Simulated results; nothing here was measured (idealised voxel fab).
A process module follows: voxel capacitor over wiring.
Section shown: cut. Width: 280 nm. Cell size: 5 nm, square.
Bands, listed from the top down, are how a cross-section gets written in this document; the cross-section itself is a grid of square cells, and a band is one or more rows of them. For a band, the entry starts with two heights in nm, that of the top and then that of the bottom, and carries on with the band's materials in order from left to right, each alongside its width in nm; the word "all across" beside a single material means it fills the band edge to edge, and "blank" means empty space. For the purposes of this specification, 0 denotes the height below which the wafer in its as-received condition is composed wholly of one material, and the lowermost band, lacking a lower limit, extends downward without end, as expressed in "0 down". Think of "30->40" as a width that walks from the first number to the second as you go down the band, top row to bottom row, taking equal-sized steps from row to row. Given "all unchanged" for a step, no cell of the cross-section differs between before and after that step. Entry "Unvented internal voids". Content: empty spaces with no open connection to the top, size 8 cells or greater. Each: width x height at distance. Distance: from left edge. Unit: nm. Note: text after step settings on the step line = simulator remark on that step. "overlay nm" answers the question of how far to the right of plan the mask lay on a step that has a mask, and when it is negative the answer is to the left. Heads up before you read on: it's before/after pairs around one process step each, after side only down to the lowest band that changed, step plus settings under the pair. Pairs can be from different runs of this module, same starting wafer, so only chain a pair onto the one above if its "Before step" entry says so.

Before step
80 to 65 | 90 of resist, then 15 of blank, then 175 of resist
65 to 45 | 90 of SiO2, then 15 of blank, then 175 of SiO2
45 to 40 | 90 of SiCN, then 15 of blank, then 175 of SiCN
40 to 35 | 80 of SiCN, then 40 of Ru, then 40 of SiCN, then 40 of Ru, then 80 of SiCN
35 to 15 | 85 of lowk, then 5 of TiN, then 20 of Ru, then 5 of TiN, then 50 of lowk, then 5 of TiN, then 20 of Ru, then 5 of TiN, then 85 of lowk
15 to 10 | 85 of SiN, then 30 of TiN, then 50 of SiN, then 30 of TiN, then 85 of SiN
10 to 0 | SiO2 all across
0 down | Si all across
Unvented internal voids: none

Post-Process Section
65 to 45 | 90 of SiO2, then 15 of blank, then 175 of SiO2
Rest of section, below 45: as before.
Unvented internal voids: none
Process step (between the before and after cross-sections above): STRIP with etch materials resist

Before step: the after view from the pair directly above serves as the before view here.

Post-Process Section
65 to 50 | 90 of SiO2, then 15 of blank, then 175 of SiO2
50 to 45 | 90 of SiO2, then 15 of Ru, then 175 of SiO2
45 to 40 | 90 of SiCN, then 15 of Ru, then 175 of SiCN
Rest of section, below 40: as before.
Unvented internal voids: none
Process step (between the before and after cross-sections above): EPI with material Ru, thk nm 10

Before step: the after view from the pair directly above serves as the before view here.

Post-Process Section
65 to 60 | 90 of SiO2, then 15 of blank, then 175 of SiO2
60 to 45 | 90 of SiO2, then 15 of Ru, then 175 of SiO2
Rest of section, below 45: as before.
Unvented internal voids: none
Process step (between the before and after cross-sections above): EPI with material Ru, thk nm 10

Before step: the after view from the pair directly above serves as the before view here.

Post-Process Section
65 to 45 | 90 of SiO2, then 15 of Ru, then 175 of SiO2
Rest of section, below 45: as before.
Unvented internal voids: none
Process step (between the before and after cross-sections above): EPI with material Ru, thk nm 5

Before step: the after view from the pair directly above serves as the before view here.

Post-Process Section
70 to 65 | TiN all across
Rest of section, below 65: as before.
Unvented internal voids: none
Process step (between the before and after cross-sections above): DIRECTIONAL_DEP with material TiN, thk nm 5

Before step: the after view from the pair directly above serves as the before view here.

Post-Process Section
75 to 70 | Al2O3 all across
Rest of section, below 70: as before.
Unvented internal voids: none
Process step (between the before and after cross-sections above): DIRECTIONAL_DEP with material Al2O3, thk nm 5

Before step: the after view from the pair directly above serves as the before view here.

Post-Process Section
80 to 75 | TiN all across
Rest of section, below 75: as before.
Unvented internal voids: none
Process step (between the before and after cross-sections above): DIRECTIONAL_DEP with material TiN, thk nm 5

Before step: the after view from the pair directly above serves as the before view here.

Post-Process Section
80 to 75 | 100 of blank, then 55 of TiN, then 125 of blank
Rest of section, below 75: as before.
Unvented internal voids: none
Process step (between the before and after cross-sections above): MASKED_ETCH with tone cover, mask id UPPER_PLATE, width nm 55, etch materials TiN, depth nm 5, overlay nm 0

Before step: the after view from the pair directly above serves as the before view here.

Post-Process Section
80 to 75 | 100 of blank, then 55 of TiN, then 125 of blank
75 to 70 | 100 of blank, then 55 of Al2O3, then 125 of blank
Rest of section, below 70: as before.
Unvented internal voids: none
Process step (between the before and after cross-sections above): MASKED_ETCH with tone cover, mask id UPPER_PLATE, width nm 55, etch materials Al2O3, depth nm 5, overlay nm 0

Before step: the after view from the pair directly above serves as the before view here.

Post-Process Section
100 to 80 | 95 of blank, then 65 of resist, then 120 of blank
80 to 75 | 95 of blank, then 5 of resist, then 55 of TiN, then 5 of resist, then 120 of blank
75 to 70 | 95 of blank, then 5 of resist, then 55 of Al2O3, then 5 of resist, then 120 of blank
Rest of section, below 70: as before.
Unvented internal voids: none
Process step (between the before and after cross-sections above): PATTERN with tone cover, mask id LOWER_PLATE, material resist, width nm 65, thk nm 20, overlay nm 0

Before step: the after view from the pair directly above serves as the before view here.

Post-Process Section
100 to 80 | 95 of blank, then 65 of resist, then 120 of blank
80 to 75 | 95 of blank, then 5 of resist, then 55 of TiN, then 5 of resist, then 120 of blank
75 to 70 | 95 of blank, then 5 of resist, then 55 of Al2O3, then 5 of resist, then 120 of blank
70 to 65 | 95 of blank, then 65 of TiN, then 120 of blank
Rest of section, below 65: as before.
Unvented internal voids: none
Process step (between the before and after cross-sections above): DIRECTIONAL_ETCH with etch materials TiN, depth nm 5

Before step: the after view from the pair directly above serves as the before view here.

Post-Process Section
80 to 75 | 100 of blank, then 55 of TiN, then 125 of blank
75 to 70 | 100 of blank, then 55 of Al2O3, then 125 of blank
Rest of section, below 70: as before.
Unvented internal voids: none
Process step (between the before and after cross-sections above): STRIP with etch materials resist

Before step: the after view from the pair directly above serves as the before view here.

Post-Process Section
95 to 80 | SiO2 all across
80 to 75 | 100 of SiO2, then 55 of TiN, then 125 of SiO2
75 to 70 | 100 of SiO2, then 55 of Al2O3, then 125 of SiO2
70 to 65 | 95 of SiO2, then 65 of TiN, then 120 of SiO2
Rest of section, below 65: as before.
Unvented internal voids: none
Process step (between the before and after cross-sections above): FILL_DEP with material SiO2, thk nm 15

Before step: the after view from the pair directly above serves as the before view here.

Post-Process Section
90 to 80 | SiO2 all across
Rest of section, below 80: as before.
Unvented internal voids: none
Process step (between the before and after cross-sections above): CMP with height nm 90

Before step: the after view from the pair directly above serves as the before view here.

Post-Process Section
110 to 90 | 110 of resist, then 15 of blank, then 155 of resist
Rest of section, below 90: as before.
Unvented internal voids: none
Process step (between the before and after cross-sections above): PATTERN with tone open, mask id PLUG_2, material resist, width nm 15, thk nm 20, overlay nm 0

Before step: the after view from the pair directly above serves as the before view here.

Post-Process Section
110 to 90 | 110 of resist, then 15 of blank, then 155 of resist
90 to 80 | 110 of SiO2, then 15 of blank, then 155 of SiO2
Rest of section, below 80: as before.
Unvented internal voids: none
Process step (between the before and after cross-sections above): DIRECTIONAL_ETCH with etch materials SiO2, depth nm 10

Before step: the after view from the pair directly above serves as the before view here.

Post-Process Section
90 to 80 | 110 of SiO2, then 15 of blank, then 155 of SiO2
Rest of section, below 80: as before.
Unvented internal voids: none
Process step (between the before and after cross-sections above): STRIP with etch materials resist

Before step: the after view from the pair directly above serves as the before view here.

Post-Process Section
95 to 90 | 115 of TiN, then 5 of blank, then 160 of TiN
90 to 85 | 110 of SiO2, then 5 of TiN, then 5 of blank, then 5 of TiN, then 155 of SiO2
85 to 75 | 110->100 of SiO2, then 15->55 of TiN, then 155->125 of SiO2
Rest of section, below 75: as before.
Unvented internal voids: none
Process step (between the before and after cross-sections above): CONFORMAL_DEP with material TiN, thk nm 5

Before step: the after view from the pair directly above serves as the before view here.

Post-Process Section
100 to 95 | W all across
95 to 90 | 115 of TiN, then 5 of W, then 160 of TiN
90 to 85 | 110 of SiO2, then 5 of TiN, then 5 of W, then 5 of TiN, then 155 of SiO2
Rest of section, below 85: as before.
Unvented internal voids: none
Process step (between the before and after cross-sections above): FILL_DEP with material W, thk nm 5

Before step: the after view from the pair directly above serves as the before view here.

Post-Process Section
90 to 85 | 110 of SiO2, then 5 of TiN, then 5 of W, then 5 of TiN, then 155 of SiO2
Rest of section, below 85: as before.
Unvented internal voids: none
Process step (between the before and after cross-sections above): CMP with height nm 90

Before step: the after view from the pair directly above serves as the before view here.

Post-Process Section
95 to 90 | SiN all across
Rest of section, below 90: as before.
Unvented internal voids: none
Process step (between the before and after cross-sections above): CONFORMAL_DEP with material SiN, thk nm 5

Before step
90 to 85 | 110 of SiO2, then 5 of TiN, then 5 of W, then 5 of TiN, then 155 of SiO2
85 to 75 | 110->100 of SiO2, then 15->55 of TiN, then 155->125 of SiO2
75 to 70 | 100 of SiO2, then 55 of Al2O3, then 125 of SiO2
70 to 65 | 95 of SiO2, then 65 of TiN, then 120 of SiO2
65 to 45 | 100 of SiO2, then 15 of Ru, then 165 of SiO2
45 to 40 | 100 of SiCN, then 15 of Ru, then 165 of SiCN
40 to 35 | 80 of SiCN, then 40 of Ru, then 40 of SiCN, then 40 of Ru, then 80 of SiCN
35 to 15 | 85 of lowk, then 5 of TiN, then 20 of Ru, then 5 of TiN, then 50 of lowk, then 5 of TiN, then 20 of Ru, then 5 of TiN, then 85 of lowk
15 to 10 | 85 of SiN, then 30 of TiN, then 50 of SiN, then 30 of TiN, then 85 of SiN
10 to 0 | SiO2 all across
0 down | Si all across
Unvented internal voids: none

Post-Process Section
95 to 90 | aC all across
Rest of section, below 90: as before.
Unvented internal voids: none
Process step (between the before and after cross-sections above): CONFORMAL_DEP with material aC, thk nm 5

Before step
80 to 75 | 100 of blank, then 55 of TiN, then 125 of blank
75 to 70 | 100 of blank, then 55 of Al2O3, then 125 of blank
70 to 65 | TiN all across
65 to 45 | 100 of SiO2, then 15 of Ru, then 165 of SiO2
45 to 40 | 100 of SiCN, then 15 of Ru, then 165 of SiCN
40 to 35 | 80 of SiCN, then 40 of Ru, then 40 of SiCN, then 40 of Ru, then 80 of SiCN
35 to 15 | 85 of lowk, then 5 of TiN, then 20 of Ru, then 5 of TiN, then 50 of lowk, then 5 of TiN, then 20 of Ru, then 5 of TiN, then 85 of lowk
15 to 10 | 85 of SiN, then 30 of TiN, then 50 of SiN, then 30 of TiN, then 85 of SiN
10 to 0 | SiO2 all across
0 down | Si all across
Unvented internal voids: none

Post-Process Section
100 to 80 | 95 of resist, then 65 of blank, then 120 of resist
80 to 75 | 95 of resist, then 5 of blank, then 55 of TiN, then 5 of blank, then 120 of resist
75 to 70 | 95 of resist, then 5 of blank, then 55 of Al2O3, then 5 of blank, then 120 of resist
Rest of section, below 70: as before.
Unvented internal voids: none
Process step (between the before and after cross-sections above): PATTERN with tone open, mask id LOWER_PLATE, material resist, width nm 65, thk nm 20, overlay nm 0

Before step: the after view from the pair directly above serves as the before view here.

Post-Process Section
100 to 75 | 95 of resist, then 65 of blank, then 120 of resist
75 to 70 | 95 of resist, then 5 of blank, then 55 of Al2O3, then 5 of blank, then 120 of resist
70 to 65 | 95 of TiN, then 5 of blank, then 55 of TiN, then 5 of blank, then 120 of TiN
Rest of section, below 65: as before.
Unvented internal voids: none
Process step (between the before and after cross-sections above): DIRECTIONAL_ETCH with etch materials TiN, depth nm 5

Before step: the after view from the pair directly above serves as the before view here.

Post-Process Section
75 to 70 | 100 of blank, then 55 of Al2O3, then 125 of blank
Rest of section, below 70: as before.
Unvented internal voids: none
Process step (between the before and after cross-sections above): STRIP with etch materials resist

Before step: the after view from the pair directly above serves as the before view here.

Post-Process Section
90 to 75 | SiO2 all across
75 to 70 | 100 of SiO2, then 55 of Al2O3, then 125 of SiO2
70 to 65 | 95 of TiN, then 5 of SiO2, then 55 of TiN, then 5 of SiO2, then 120 of TiN
Rest of section, below 65: as before.
Unvented internal voids: none
Process step (between the before and after cross-sections above): FILL_DEP with material SiO2, thk nm 15

Before step: the after view from the pair directly above serves as the before view here.

Post-Process Section
110 to 90 | 110 of resist, then 15 of blank, then 155 of resist
Rest of section, below 90: as before.
Unvented internal voids: none
Process step (between the before and after cross-sections above): PATTERN with tone open, mask id PLUG_2, material resist, width nm 15, thk nm 20, overlay nm 0

Before step: the after view from the pair directly above serves as the before view here.

Post-Process Section
110 to 90 | 110 of resist, then 15 of blank, then 155 of resist
90 to 80 | 110 of SiO2, then 15 of blank, then 155 of SiO2
Rest of section, below 80: as before.
Unvented internal voids: none
Process step (between the before and after cross-sections above): DIRECTIONAL_ETCH with etch materials SiO2, depth nm 10

Before step: the after view from the pair directly above serves as the before view here.

Post-Process Section
90 to 80 | 110 of SiO2, then 15 of blank, then 155 of SiO2
Rest of section, below 80: as before.
Unvented internal voids: none
Process step (between the before and after cross-sections above): STRIP with etch materials resist

Before step: the after view from the pair directly above serves as the before view here.

Post-Process Section
95 to 90 | 115 of TiN, then 5 of blank, then 160 of TiN
90 to 85 | 110 of SiO2, then 5 of TiN, then 5 of blank, then 5 of TiN, then 155 of SiO2
85 to 80 | 110 of SiO2, then 15 of TiN, then 155 of SiO2
Rest of section, below 80: as before.
Unvented internal voids: none
Process step (between the before and after cross-sections above): CONFORMAL_DEP with material TiN, thk nm 5

Before step: the after view from the pair directly above serves as the before view here.

Post-Process Section
100 to 95 | W all across
95 to 90 | 115 of TiN, then 5 of W, then 160 of TiN
90 to 85 | 110 of SiO2, then 5 of TiN, then 5 of W, then 5 of TiN, then 155 of SiO2
Rest of section, below 85: as before.
Unvented internal voids: none
Process step (between the before and after cross-sections above): FILL_DEP with material W, thk nm 5

Before step: the after view from the pair directly above serves as the before view here.

Post-Process Section
90 to 85 | 110 of SiO2, then 5 of TiN, then 5 of W, then 5 of TiN, then 155 of SiO2
Rest of section, below 85: as before.
Unvented internal voids: none
Process step (between the before and after cross-sections above): CMP with height nm 90

Before step: the after view from the pair directly above serves as the before view here.

Post-Process Section
95 to 90 | SiN all across
Rest of section, below 90: as before.
Unvented internal voids: none
Process step (between the before and after cross-sections above): CONFORMAL_DEP with material SiN, thk nm 5
